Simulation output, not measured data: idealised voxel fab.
Process module name: voxel self aligned contacts
Displayed cross-section: cut, width of 215 nm, square cells sized 5 nm.
A cross-section is written here as square cells arranged in a grid, and it is given in bands from the top down, each band taking up one or more rows of cells. Per band: top height and bottom height in nm, followed by the left-to-right materials and their widths in nm; "edge to edge" marks a single material spanning edge to edge, "air" marks empty space. Measure heights from 0. That's the level where, below it, the as-received wafer is all one material. The lowest band is bottomless and extends downward; write it as in "from 0 down". Note: "30..40" means the width goes from the first number (top row of the band) to the second number (bottom row) in equal steps per row of cells. "left unchanged" means the step left every cell of the cross-section as it was. Under "Closed voids list" you'll find the enclosed gaps, the ones with no way out to the top, that are 8 cells or bigger; each reads width x height at distance, with distance counted from the left edge, everything in nm. It should be noted that, on the line of a given step, the content following the step's settings is a remark produced by the simulator itself with respect to that step. On any step carrying a mask, the "overlay nm" setting, if present on the step's line, tells how far right of its planned place the mask lay; negative values point to the left.

Process steps foreseen in the plan
1) RECEIVE,material Si
2) OXIDIZE,depth nm 5
3) DIRECTIONAL_DEP,material polySi,thk nm 25
4) DIRECTIONAL_DEP,material SiN,thk nm 15
5) PATTERN,tone cover,mask id GATE,material resist,width nm 35,pitch nm 65,thk nm 20,overlay nm 0
6) DIRECTIONAL_ETCH,etch materials SiN,depth nm 15
7) DIRECTIONAL_ETCH,etch materials polySi,depth nm 25
8) STRIP,etch materials resist
9) CONFORMAL_DEP,material SiN,thk nm 5
10) DIRECTIONAL_ETCH,etch materials SiN,depth nm 5
11) FILL_DEP,material SiO2,thk nm 15
12) CMP,height nm 45
13) MASKED_ETCH,tone open,mask id CONTACT,width nm 40,etch materials SiO2,depth nm 50,overlay nm 0
14) CONFORMAL_DEP,material TiN,thk nm 5
15) FILL_DEP,material Ru,thk nm 10
16) CMP,height nm 45
17) CONFORMAL_DEP,material SiCN,thk nm 5

Received-state cross-section, reflecting completion of step 1
> from 0 down | Si edge to edge
> Closed voids list: none

End state of the module in cross-section, given the above starting point and plan and one mistake in execution
> from 50 to 45 | SiCN edge to edge
> from 45 to 40 | 85 of SiO2; 15 of TiN; 10 of Ru; 15 of TiN; 90 of SiO2
> from 40 to 25 | 50 of SiO2; 45 of SiN; 5 of TiN; 10 of Ru; 5 of TiN; 45 of SiN; 55 of SiO2
> from 25 to 0 | 50 of SiO2; 5 of SiN; 35 of polySi; 5 of SiN; 5 of TiN; 10 of Ru; 5 of TiN; 5 of SiN; 35 of polySi; 5 of SiN; 55 of SiO2
> from 0 to -5 | 95 of SiO2; 20 of TiN; 100 of SiO2
> from -5 to -15 | SiO2 edge to edge
> from -15 down | Si edge to edge
> Closed voids list: none
In executing the process, a mistake was made relative to the plan: step 2 was processed under conditions differing from the plan, specifically as OXIDIZE,depth nm 15
